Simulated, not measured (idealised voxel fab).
Process module name: voxel trench capacitor
Square cell edge 5 nm, section width 175 nm, ID cut.
In what follows, cross-sections appear as grids of square cells, described through bands that run from the top down, where every band is one or more rows of cells.
The band entry comprises the height of the band's top followed by the height of its bottom, expressed in nm, and subsequently the band's materials from left to right, each stated together with its width in nm. Where a single material is marked with the word "edge to edge", that material fills the band from edge to edge. The word "air" represents empty space.
Basically, 0 is our baseline, since under it the wafer straight out of the box is all one material. The bottom band has no lower end and keeps on going down, so it looks like "from 0 down".
Quick explanation for "30..40": the width changes in equal steps down the rows of cells, from the first number in the band's top row to the second number in its bottom row.
Key: "left unchanged" - step with no changed cell in the cross-section.
Enclosed voids (no open way to top), threshold 8 cells or more, entry "Unvented cavities", notation width x height at distance, distance from left edge, nm.
On a step's line, text after the settings is the simulator commenting on that step.
Each step line may optionally specify "overlay nm", which for a step with a mask gives the rightward distance between the mask's planned place and where it lay, a negative value indicating the leftward direction.

PLANNED PROCESS STEPS
1 RECEIVE with material Si
2 CONFORMAL_DEP with material SiN, thk nm 5
3 DIRECTIONAL_DEP with material aC, thk nm 15
4 PATTERN with tone open, mask id TRENCH, material resist, width nm 30, pitch nm 60, thk nm 35, overlay nm 0
5 DIRECTIONAL_ETCH with etch materials aC, depth nm 15
6 STRIP with etch materials resist
7 DIRECTIONAL_ETCH with etch materials SiN, depth nm 5
8 DIRECTIONAL_ETCH with etch materials Si, depth nm 40
9 STRIP with etch materials aC
10 CONFORMAL_DEP with material HfO2, thk nm 5
11 CONFORMAL_DEP with material TiN, thk nm 5
12 FILL_DEP with material W, thk nm 5
13 CMP with height nm 5

WAFER AS RECEIVED: CROSS-SECTION FOLLOWING STEP 1
  from 0 down: Si edge to edge
  Unvented cavities: none

FINAL CROSS-SECTION, MODULE RUN WITH ONE MISTAKE (START AND PLAN AS ABOVE)
  from 5 to 0: SiN (45); TiN (5); W (10); TiN (5); SiN (40); TiN (5); W (10); TiN (5); SiN (50)
  from 0 to -30: Si (40); SiN (5); TiN (5); W (10); TiN (5); SiN (5); Si (30); SiN (5); TiN (5); W (10); TiN (5); SiN (5); Si (45)
  from -30 to -35: Si (40); SiN (5); TiN (20); SiN (5); Si (30); SiN (5); TiN (20); SiN (5); Si (45)
  from -35 to -40: Si (40); SiN (30); Si (30); SiN (30); Si (45)
  from -40 down: Si edge to edge
  Unvented cavities: none
Heads up, the wafer didn't run the way we planned it: heads up, step 10 didn't go per plan, it actually ran as CONFORMAL_DEP with material SiN, thk nm 5
